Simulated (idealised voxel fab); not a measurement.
Herein follows the process module entitled voxel wiring stack.
Square cell edge 5 nm, section width 240 nm, ID cut.
In this document a cross-section is written as a grid of square cells. It is given as a series of bands, listed from the top down, and a band is one or more rows of cells. The entry gives the band's vertical extent as a top height and a bottom height in nm, then its horizontal make-up as materials from left to right, each with a width in nm. "empty" stands for empty space; a single material marked "edge to edge" fills the band edge to edge. Counting heights begins at 0, where everything beneath is, in the wafer as received, one material. The lowest band has no bottom; it goes on downwards, as "from 0 down" shows. Width spec "30->40" -> top row of cells at first value, bottom row at second value, equal per-row change in between. No cell of the cross-section changed in a step that is given as "nothing was modified". So "Enclosed void listing" is basically the list of trapped voids: any empty space of 8 cells or more that can't reach the top through an opening. They're written width x height at distance, the distance being from the left edge, and it's all nm. If you see something after the settings on a step's line, that's the simulator's own remark about that step. "overlay nm", when on a step's line for a step with a mask, measures how far to the right of its planned place the mask lay; a negative measure means to the left.

# This section lists the process steps that were planned
1) RECEIVE: material Si
2) CONFORMAL_DEP: material SiO2, thk nm 10
3) CONFORMAL_DEP: material SiN, thk nm 5
4) DIRECTIONAL_DEP: material lowk, thk nm 15
5) DIRECTIONAL_DEP: material aC, thk nm 15
6) PATTERN: tone open, mask id METAL_1, material resist, width nm 30, pitch nm 45, thk nm 35, overlay nm 0
7) DIRECTIONAL_ETCH: etch materials aC, depth nm 15
8) STRIP: etch materials resist
9) DIRECTIONAL_ETCH: etch materials lowk, depth nm 15
10) DIRECTIONAL_ETCH: etch materials SiN, depth nm 5
11) STRIP: etch materials aC
12) CONFORMAL_DEP: material TiN, thk nm 5
13) FILL_DEP: material W, thk nm 10
14) CMP: height nm 30
15) EPI: material Ru, thk nm 5
16) FILL_DEP: material SiCN, thk nm 5
17) DIRECTIONAL_DEP: material SiO2, thk nm 10
18) DIRECTIONAL_DEP: material aC, thk nm 15
19) PATTERN: tone open, mask id PLUG_1, material resist, width nm 15, pitch nm 45, thk nm 30, overlay nm 0
20) DIRECTIONAL_ETCH: etch materials aC, depth nm 15
21) STRIP: etch materials resist
22) DIRECTIONAL_ETCH: etch materials SiO2, depth nm 10
23) DIRECTIONAL_ETCH: etch materials SiCN, depth nm 5
24) STRIP: etch materials aC
25) EPI: material Ru, thk nm 10
26) EPI: material Ru, thk nm 5
27) CONFORMAL_DEP: material SiN, thk nm 5
28) DIRECTIONAL_DEP: material lowk, thk nm 25
29) DIRECTIONAL_DEP: material aC, thk nm 10
30) PATTERN: tone open, mask id METAL_2, material resist, width nm 30, pitch nm 45, thk nm 25, overlay nm 0
31) DIRECTIONAL_ETCH: etch materials aC, depth nm 10
32) STRIP: etch materials resist
33) DIRECTIONAL_ETCH: etch materials lowk, depth nm 25
34) DIRECTIONAL_ETCH: etch materials SiN, depth nm 5
35) STRIP: etch materials aC
36) CONFORMAL_DEP: material TiN, thk nm 5
37) FILL_DEP: material W, thk nm 10
38) CMP: height nm 80
39) CONFORMAL_DEP: material SiCN, thk nm 5

# Wafer at receipt (post step 1), cross-section
	from 0 down | Si edge to edge
	Enclosed void listing: none

# Post-module cross-section: identical start and plan to those above, one misstep in execution
	from 85 to 80 | SiCN edge to edge
	from 80 to 75 | 65 W; 5 TiN; 10 lowk; 5 TiN; 20 W; 10 TiN; 10 lowk; 5 TiN; 20 W; 20 TiN; 70 W
	from 75 to 70 | 70 TiN; 10 lowk; 5 TiN; 20 W; 5 TiN; 15 lowk; 5 TiN; 20 W; 5 TiN; 10 lowk; 75 TiN
	from 70 to 55 | 80 lowk; 5 TiN; 20 W; 5 TiN; 15 lowk; 5 TiN; 20 W; 5 TiN; 85 lowk
	from 55 to 50 | 70 lowk; 10 SiN; 30 TiN; 5 lowk; 10 SiN; 30 TiN; 85 lowk
	from 50 to 45 | 70 lowk; 5 SiN; 25 Ru; 5 SiN; 5 TiN; 10 SiN; 25 Ru; 5 SiN; 5 TiN; 10 SiN; 75 lowk
	from 45 to 40 | 75 SiN; 5 SiO2; 15 Ru; 20 SiO2; 5 SiN; 5 SiO2; 15 Ru; 20 SiO2; 80 SiN
	from 40 to 30 | 80->75 SiO2; 15->40 Ru; 30->5 SiO2; 15->40 Ru; 100->80 SiO2
	from 30 to 15 | 80 lowk; 5 TiN; 20 W; 5 TiN; 15 lowk; 5 TiN; 20 W; 5 TiN; 85 lowk
	from 15 to 10 | 80 SiN; 30 TiN; 15 SiN; 30 TiN; 85 SiN
	from 10 to 0 | SiO2 edge to edge
	from 0 down | Si edge to edge
	Enclosed void listing: none
So what did we get wrong on this run? with respect to the plan, step 16 was omitted and not executed
